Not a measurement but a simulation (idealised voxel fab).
process module | voxel wiring stack
cross-section cut | 215 nm wide | cells 5 nm
A cross-section is a grid of square cells, given in bands from the top down. A band is one or more rows of cells.
Each band's line starts with the height of the band's top and of its bottom, in nm. Then come its materials from left to right, each with its width in nm. One material with "throughout" fills the band from edge to edge. "air" is empty space.
Height 0 is the level under which the wafer as received is all one material. The lowest band goes on downwards, as in "0 down".
A width such as "30 to 40" changes by the same amount from each row of cells to the next, from the band's top row to its bottom row.
"no change" after a step means that no cell of the cross-section changed.
closed voids: empty space of 8 cells or more with no open way to the top, each as width x height at its distance from the left edge, in nm
after a step's settings: what the simulator itself notes on the step
overlay nm, on a step with a mask: how far to the right of its planned place the mask lay; to the left if negative
plan
1 op RECEIVE | material Si
2 op CONFORMAL_DEP | material SiO2 | thk nm 10
3 op CONFORMAL_DEP | material SiN | thk nm 5
4 op DIRECTIONAL_DEP | material SiO2 | thk nm 25
5 op DIRECTIONAL_DEP | material aC | thk nm 15
6 op PATTERN | tone open | mask id METAL_1 | material resist | width nm 30 | pitch nm 50 | thk nm 30 | overlay nm 0
7 op DIRECTIONAL_ETCH | etch materials aC | depth nm 15
8 op STRIP | etch materials resist
9 op DIRECTIONAL_ETCH | etch materials SiO2 | depth nm 25
10 op DIRECTIONAL_ETCH | etch materials SiN | depth nm 5
11 op STRIP | etch materials aC
12 op CONFORMAL_DEP | material TiN | thk nm 5
13 op FILL_DEP | material Cu | thk nm 5
14 op CMP | height nm 40
15 op CONFORMAL_DEP | material SiCN | thk nm 5
16 op DIRECTIONAL_DEP | material SiO2 | thk nm 35
17 op DIRECTIONAL_DEP | material aC | thk nm 15
18 op PATTERN | tone open | mask id METAL_2 | material resist | width nm 30 | pitch nm 50 | thk nm 35 | overlay nm 0
19 op DIRECTIONAL_ETCH | etch materials aC | depth nm 15
20 op STRIP | etch materials resist
21 op DIRECTIONAL_ETCH | etch materials SiO2 | depth nm 20
22 op STRIP | etch materials aC
23 op MASKED_ETCH | tone open | mask id METAL_2_HOLES | width nm 15 | pitch nm 100 | etch materials SiO2 | depth nm 15 | overlay nm 0
24 op MASKED_ETCH | tone open | mask id METAL_2_HOLES | width nm 15 | pitch nm 100 | etch materials SiCN | depth nm 5 | overlay nm 0
25 op CONFORMAL_DEP | material TiN | thk nm 5
26 op FILL_DEP | material Cu | thk nm 5
27 op CMP | height nm 80
28 op CONFORMAL_DEP | material SiCN | thk nm 5
29 op DIRECTIONAL_DEP | material SiO2 | thk nm 15
30 op MASKED_ETCH | tone open | mask id PLUG_2 | width nm 15 | pitch nm 50 | etch materials SiO2 | depth nm 15 | overlay nm 0
31 op MASKED_ETCH | tone open | mask id PLUG_2 | width nm 15 | pitch nm 50 | etch materials SiCN | depth nm 5 | overlay nm 0
32 op CONFORMAL_DEP | material TiN | thk nm 5
33 op FILL_DEP | material Ru | thk nm 10
34 op CMP | height nm 100
35 op CONFORMAL_DEP | material SiCN | thk nm 5
36 op DIRECTIONAL_DEP | material SiO2 | thk nm 20
37 op DIRECTIONAL_DEP | material aC | thk nm 15
38 op PATTERN | tone open | mask id METAL_3 | material resist | width nm 30 | pitch nm 50 | thk nm 35 | overlay nm 0
39 op DIRECTIONAL_ETCH | etch materials aC | depth nm 15
40 op STRIP | etch materials resist
41 op DIRECTIONAL_ETCH | etch materials SiO2 | depth nm 20
42 op DIRECTIONAL_ETCH | etch materials SiCN | depth nm 5
43 op STRIP | etch materials aC
44 op CONFORMAL_DEP | material TiN | thk nm 5
45 op FILL_DEP | material Cu | thk nm 5
46 op CMP | height nm 125
47 op CONFORMAL_DEP | material SiCN | thk nm 5
48 op DIRECTIONAL_DEP | material lowk | thk nm 10
49 op PATTERN | tone open | mask id PLUG_3 | material resist | width nm 15 | pitch nm 50 | thk nm 15 | overlay nm 0
50 op DIRECTIONAL_ETCH | etch materials lowk | depth nm 10
51 op DIRECTIONAL_ETCH | etch materials SiCN | depth nm 5
52 op STRIP | etch materials resist
53 op CONFORMAL_DEP | material TiN | thk nm 5
54 op FILL_DEP | material Ru | thk nm 10
55 op CMP | height nm 140
56 op DIRECTIONAL_DEP | material TiN | thk nm 5
57 op DIRECTIONAL_DEP | material W | thk nm 20
58 op DIRECTIONAL_DEP | material aC | thk nm 10
59 op PATTERN | tone cover | mask id METAL_4 | material resist | width nm 30 | pitch nm 50 | thk nm 25 | overlay nm 0
60 op DIRECTIONAL_ETCH | etch materials aC | depth nm 10
61 op STRIP | etch materials resist
62 op DIRECTIONAL_ETCH | etch materials W | depth nm 20
63 op DIRECTIONAL_ETCH | etch materials TiN | depth nm 5
64 op STRIP | etch materials aC
65 op CONFORMAL_DEP | material SiCN | thk nm 5
66 op FILL_DEP | material SiO2 | thk nm 10
67 op CMP | height nm 165
68 op CONFORMAL_DEP | material SiN | thk nm 5
as received, after step 1
  0 down: Si throughout
  closed voids: none
first wafer at the end, as planned
  170 to 165: SiN throughout
  165 to 145: SiO2 10 | SiCN 5 | W 30 | SiCN 5 | SiO2 10 | SiCN 5 | W 30 | SiCN 5 | SiO2 10 | SiCN 5 | W 30 | SiCN 5 | SiO2 10 | SiCN 5 | W 30 | SiCN 5 | SiO2 15
  145 to 140: SiCN 15 | TiN 30 | SiCN 20 | TiN 30 | SiCN 20 | TiN 30 | SiCN 20 | TiN 30 | SiCN 20
  140 to 130: lowk 15 | TiN 5 | Ru 5 | TiN 5 | lowk 35 | TiN 5 | Ru 5 | TiN 5 | lowk 35 | TiN 5 | Ru 5 | TiN 5 | lowk 35 | TiN 5 | Ru 5 | TiN 5 | lowk 35
  130 to 125: SiCN 15 | TiN 15 | SiCN 35 | TiN 15 | SiCN 35 | TiN 15 | SiCN 35 | TiN 15 | SiCN 35
  125 to 105: SiO2 15 | TiN 5 | Cu 20 | TiN 5 | SiO2 20 | TiN 5 | Cu 20 | TiN 5 | SiO2 20 | TiN 5 | Cu 20 | TiN 5 | SiO2 20 | TiN 5 | Cu 20 | TiN 5 | SiO2 20
  105 to 100: SiCN 15 | TiN 30 | SiCN 20 | TiN 30 | SiCN 20 | TiN 30 | SiCN 20 | TiN 30 | SiCN 20
  100 to 85: SiO2 15 | TiN 5 | Ru 5 | TiN 5 | SiO2 35 | TiN 5 | Ru 5 | TiN 5 | SiO2 35 | TiN 5 | Ru 5 | TiN 5 | SiO2 35 | TiN 5 | Ru 5 | TiN 5 | SiO2 35
  85 to 80: SiCN 15 | TiN 15 | SiCN 35 | TiN 15 | SiCN 35 | TiN 15 | SiCN 35 | TiN 15 | SiCN 35
  80 to 65: SiO2 15 | TiN 5 | Cu 20 | TiN 5 | SiO2 20 | TiN 5 | Cu 20 | TiN 5 | SiO2 20 | TiN 5 | Cu 20 | TiN 5 | SiO2 20 | TiN 5 | Cu 20 | TiN 5 | SiO2 20
  65 to 60: SiO2 15 | TiN 5 | Cu 5 | TiN 20 | SiO2 20 | TiN 30 | SiO2 20 | TiN 5 | Cu 5 | TiN 20 | SiO2 20 | TiN 30 | SiO2 20
  60 to 45: SiO2 15 | TiN 5 | Cu 5 | TiN 5 | SiO2 85 | TiN 5 | Cu 5 | TiN 5 | SiO2 85
  45 to 40: SiCN 15 | TiN 15 | SiCN 85 | TiN 15 | SiCN 85
  40 to 15: SiO2 15 | TiN 5 | Cu 20 | TiN 5 | SiO2 20 | TiN 5 | Cu 20 | TiN 5 | SiO2 20 | TiN 5 | Cu 20 | TiN 5 | SiO2 20 | TiN 5 | Cu 20 | TiN 5 | SiO2 20
  15 to 10: SiN 15 | TiN 30 | SiN 20 | TiN 30 | SiN 20 | TiN 30 | SiN 20 | TiN 30 | SiN 20
  10 to 0: SiO2 throughout
  0 down: Si throughout
  closed voids: none
second wafer at the end: like start, like plan, one mistake
  170 to 165: SiN throughout
  165 to 145: SiO2 10 | SiCN 5 | W 30 | SiCN 5 | SiO2 10 | SiCN 5 | W 30 | SiCN 5 | SiO2 10 | SiCN 5 | W 30 | SiCN 5 | SiO2 10 | SiCN 5 | W 30 | SiCN 5 | SiO2 15
  145 to 140: SiCN 15 | TiN 30 | SiCN 20 | TiN 30 | SiCN 20 | TiN 30 | SiCN 20 | TiN 30 | SiCN 20
  140 to 130: lowk 15 | TiN 5 | Ru 5 | TiN 5 | lowk 35 | TiN 5 | Ru 5 | TiN 5 | lowk 35 | TiN 5 | Ru 5 | TiN 5 | lowk 35 | TiN 5 | Ru 5 | TiN 5 | lowk 35
  130 to 125: SiCN 15 | TiN 15 | SiCN 35 | TiN 15 | SiCN 35 | TiN 15 | SiCN 35 | TiN 15 | SiCN 35
  125 to 105: SiO2 15 | TiN 5 | Cu 20 | TiN 5 | SiO2 20 | TiN 5 | Cu 20 | TiN 5 | SiO2 20 | TiN 5 | Cu 20 | TiN 5 | SiO2 20 | TiN 5 | Cu 20 | TiN 5 | SiO2 20
  105 to 100: SiCN 15 | TiN 30 | SiCN 20 | TiN 30 | SiCN 20 | TiN 30 | SiCN 20 | TiN 30 | SiCN 20
  100 to 85: SiO2 15 | TiN 5 | Ru 5 | TiN 5 | SiO2 35 | TiN 5 | Ru 5 | TiN 5 | SiO2 35 | TiN 5 | Ru 5 | TiN 5 | SiO2 35 | TiN 5 | Ru 5 | TiN 5 | SiO2 35
  85 to 80: SiCN 15 | TiN 15 | SiCN 35 | TiN 15 | SiCN 35 | TiN 15 | SiCN 35 | TiN 15 | SiCN 35
  80 to 70: SiO2 15 | TiN 5 | Cu 20 | TiN 5 | SiO2 20 | TiN 5 | Cu 20 | TiN 5 | SiO2 20 | TiN 5 | Cu 20 | TiN 5 | SiO2 20 | TiN 5 | Cu 20 | TiN 5 | SiO2 20
  70 to 65: SiO2 15 | TiN 5 | Cu 5 | TiN 20 | SiO2 20 | TiN 30 | SiO2 20 | TiN 5 | Cu 5 | TiN 20 | SiO2 20 | TiN 30 | SiO2 20
  65 to 50: SiO2 15 | TiN 5 | Cu 5 | TiN 5 | SiO2 85 | TiN 5 | Cu 5 | TiN 5 | SiO2 85
  50 to 45: SiCN 15 | TiN 15 | SiCN 85 | TiN 15 | SiCN 85
  45 to 40: TiN 20 | Cu 20 | TiN 30 | Cu 20 | TiN 30 | Cu 20 | TiN 30 | Cu 20 | TiN 25
  40 to 15: SiO2 15 | TiN 5 | Cu 20 | TiN 5 | SiO2 20 | TiN 5 | Cu 20 | TiN 5 | SiO2 20 | TiN 5 | Cu 20 | TiN 5 | SiO2 20 | TiN 5 | Cu 20 | TiN 5 | SiO2 20
  15 to 10: SiN 15 | TiN 30 | SiN 20 | TiN 30 | SiN 20 | TiN 30 | SiN 20 | TiN 30 | SiN 20
  10 to 0: SiO2 throughout
  0 down: Si throughout
  closed voids: none
what went wrong: step 14 ran as: op CMP | height nm 45
at the end the second wafer has, in cells: 19 fewer of SiO2 | 19 more of TiN
